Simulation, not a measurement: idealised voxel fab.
The document below concerns the process module designated voxel self aligned vias.
Section shown: cut. Width: 210 nm. Cell size: 5 nm, square.
Cross-section layout: square cells on a grid; listed as bands, top to bottom; a band spans one or more cell rows.
For a band, the entry starts with two heights in nm, that of the top and then that of the bottom, and carries on with the band's materials in order from left to right, each alongside its width in nm; the word "edge to edge" beside a single material means it fills the band edge to edge, and "air" means empty space.
Heights are expressed relative to 0, this being the level below which the as-received wafer comprises one material exclusively. The lowest band is unbounded in the downward direction and is denoted as in "from 0 down".
The notation "30->40" denotes a width that varies across the rows of cells in the band, beginning at the first number in the top row, finishing at the second number in the bottom row, and changing by an identical amount from each row to the next.
A step reported as "remained the same" is a step in which no cell of the cross-section changed.
"Non-vented voids" - sealed voids, min. 8 cells, no opening to top; format: width x height at distance (distance from left edge; nm throughout).
It should be noted that, on the line of a given step, the content following the step's settings is a remark produced by the simulator itself with respect to that step.
A step's line can hold "overlay nm"; with a mask on that step, the setting says how far right of the planned place the mask lay, while a negative setting says it lay to the left.
PLANNED STEP LIST FOR THE PROCESS
1: RECEIVE [material Si]
2: CONFORMAL_DEP [material SiO2] [thk nm 15]
3: CONFORMAL_DEP [material SiCN] [thk nm 5]
4: DIRECTIONAL_DEP [material SiO2] [thk nm 20]
5: PATTERN [tone open] [mask id LINES] [material resist] [width nm 20] [pitch nm 55] [thk nm 15] [overlay nm 0]
6: DIRECTIONAL_ETCH [etch materials SiO2] [depth nm 20]
7: STRIP [etch materials resist]
8: CONFORMAL_DEP [material TiN] [thk nm 5]
9: FILL_DEP [material Ru] [thk nm 5]
10: CMP [height nm 40]
11: SELECTIVE_ETCH [etch materials W Ru TiN] [depth nm 10]
12: FILL_DEP [material SiN] [thk nm 10]
13: CMP [height nm 40]
14: DIRECTIONAL_DEP [material SiO2] [thk nm 20]
15: MASKED_ETCH [tone open] [mask id VIAS] [width nm 40] [pitch nm 110] [etch materials SiO2] [depth nm 20] [overlay nm 0]
16: MASKED_ETCH [tone open] [mask id VIAS] [width nm 40] [pitch nm 110] [etch materials SiN] [depth nm 10] [overlay nm 0]
17: CONFORMAL_DEP [material TiN] [thk nm 5]
18: FILL_DEP [material Cu] [thk nm 10]
19: CMP [height nm 60]
20: CONFORMAL_DEP [material SiCN] [thk nm 5]
INCOMING WAFER IN CROSS-SECTION (STATE: AFTER STEP 1)
from 0 down: Si edge to edge
Non-vented voids: none
THE MODULE WAS RUN FROM THE START SHOWN ABOVE USING THE PLAN SHOWN ABOVE, BUT ONE MISTAKE WAS MADE DOING IT; THE RESULTING WAFER CROSS-SECTION IS BELOW
from 65 to 60: SiCN edge to edge
from 60 to 45: 30 SiO2 | 5 TiN | 30 Cu | 5 TiN | 70 SiO2 | 5 TiN | 30 Cu | 5 TiN | 30 SiO2
from 45 to 40: 30 SiO2 | 5 TiN | 10 Cu | 25 TiN | 70 SiO2 | 5 TiN | 10 Cu | 25 TiN | 30 SiO2
from 40 to 35: 30 SiO2 | 5 TiN | 10 Cu | 5 TiN | 35 SiO2 | 20 SiN | 35 SiO2 | 5 TiN | 10 Cu | 5 TiN | 50 SiO2
from 35 to 30: 30 SiO2 | 20 TiN | 35 SiO2 | 20 SiN | 35 SiO2 | 20 TiN | 50 SiO2
from 30 to 25: 30 SiO2 | 5 TiN | 10 Ru | 5 TiN | 35 SiO2 | 5 TiN | 10 Ru | 5 TiN | 35 SiO2 | 5 TiN | 10 Ru | 5 TiN | 50 SiO2
from 25 to 20: 30 SiO2 | 20 TiN | 35 SiO2 | 20 TiN | 35 SiO2 | 20 TiN | 50 SiO2
from 20 to 15: SiCN edge to edge
from 15 to 0: SiO2 edge to edge
from 0 down: Si edge to edge
Non-vented voids: none
What was the processing mistake? heads up, step 5 didn't go per plan, it actually ran as PATTERN [tone open] [mask id LINES] [material resist] [width nm 20] [pitch nm 55] [thk nm 15] [overlay nm -10]
